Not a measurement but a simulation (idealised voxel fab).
process module | voxel local oxidation
Displayed cross-section: cut, width of 185 nm, square cells sized 5 nm.
Throughout this document, each cross-section is represented as a grid of square cells and is presented as a sequence of bands enumerated from the top downward, where a band comprises one or more rows of cells. A band entry consists of two parts. The first gives the height of the band's top and the height of its bottom, in nm. The rest lists the band's materials from left to right, each with its width in nm. A single material labelled with the word "edge to edge" fills the band from edge to edge, and the word "air" marks empty space. Ref level 0: as-received wafer is one material below here. Bottom band extends down with no lower bound ("0 nm and below"). Width "30..40": first value at the band's top row of cells, second value at its bottom row, equal change from row to row. "stayed the same" -> step changed no cross-section cell. "Closed voids list" - sealed voids, min. 8 cells, no opening to top; format: width x height at distance (distance from left edge; nm throughout). The remark found on a step's line after its settings is issued by the simulator itself and pertains to that step. For masked steps, "overlay nm" on the step line gives how far right of plan the mask actually lay; a minus sign means it lay to the left.

INTENDED PROCESS STEPS
- 1: RECEIVE,material Si
- 2: OXIDIZE,depth nm 5
- 3: CONFORMAL_DEP,material SiN,thk nm 15
- 4: PATTERN,tone cover,mask id ACTIVE,material resist,width nm 105,thk nm 20,overlay nm 0
- 5: DIRECTIONAL_ETCH,etch materials SiN,depth nm 15
- 6: STRIP,etch materials resist
- 7: SELECTIVE_ETCH,etch materials SiO2,depth nm 5
- 8: OXIDIZE,depth nm 10
- 9: STRIP,etch materials SiN

FIRST WAFER OUT OF TWO, PROCESSED AS PLANNED

WAFER AT RECEIPT (POST STEP 1), CROSS-SECTION
> 0 nm and below | Si edge to edge
> Closed voids list: none

STATE OF THE WAFER AFTER STEP 2, SHOWN IN CROSS-SECTION
> 0 nm to -5 nm | SiO2 edge to edge
> Rest of section, below -5: as before.

STATE OF THE WAFER AFTER STEP 3, SHOWN IN CROSS-SECTION
> 15 nm to 0 nm | SiN edge to edge
> Rest of section, below 0: as before.

STATE OF THE WAFER AFTER STEP 4, SHOWN IN CROSS-SECTION
> 35 nm to 15 nm | air: 40, then resist: 105, then air: 40
> Rest of section, below 15: as before.

STATE OF THE WAFER AFTER STEP 5, SHOWN IN CROSS-SECTION
> 35 nm to 15 nm | air: 40, then resist: 105, then air: 40
> 15 nm to 0 nm | air: 40, then SiN: 105, then air: 40
> Rest of section, below 0: as before.

STATE OF THE WAFER AFTER STEP 6, SHOWN IN CROSS-SECTION
> 15 nm to 0 nm | air: 40, then SiN: 105, then air: 40
> Rest of section, below 0: as before.

STATE OF THE WAFER AFTER STEP 7, SHOWN IN CROSS-SECTION
> 15 nm to 0 nm | air: 40, then SiN: 105, then air: 40
> 0 nm to -5 nm | air: 45, then SiO2: 95, then air: 45
> Rest of section, below -5: as before.

STATE OF THE WAFER AFTER STEP 8, SHOWN IN CROSS-SECTION
> 15 nm to 0 nm | air: 40, then SiN: 105, then air: 40
> 0 nm to -5 nm | air: 45, then SiO2: 95, then air: 45
> -5 nm to -15 nm | SiO2: 55, then Si: 75, then SiO2: 55
> Rest of section, below -15: as before.

STATE OF THE WAFER AFTER STEP 9, SHOWN IN CROSS-SECTION
> 0 nm to -5 nm | air: 45, then SiO2: 95, then air: 45
> Rest of section, below -5: as before.

WHAT FOLLOWS CONCERNS THE SECOND WAFER, WHICH STARTED OUT LIKE THE FIRST AND WAS MEANT TO FOLLOW THE VERY SAME PLAN; ONE MISTAKE CREPT IN WHEN IT WAS RUN, BUT EVERYTHING UP TO AND INCLUDING STEP 8 IS THE SAME AS FOR THE FIRST WAFER

Planned end of step 9: second wafer, cross-section: stayed the same
Misprocessing identified: the plan's step 9 was left out and never carried out
Count the cells at the end and the second wafer has more or fewer of some materials than the first: SiN: 63 more
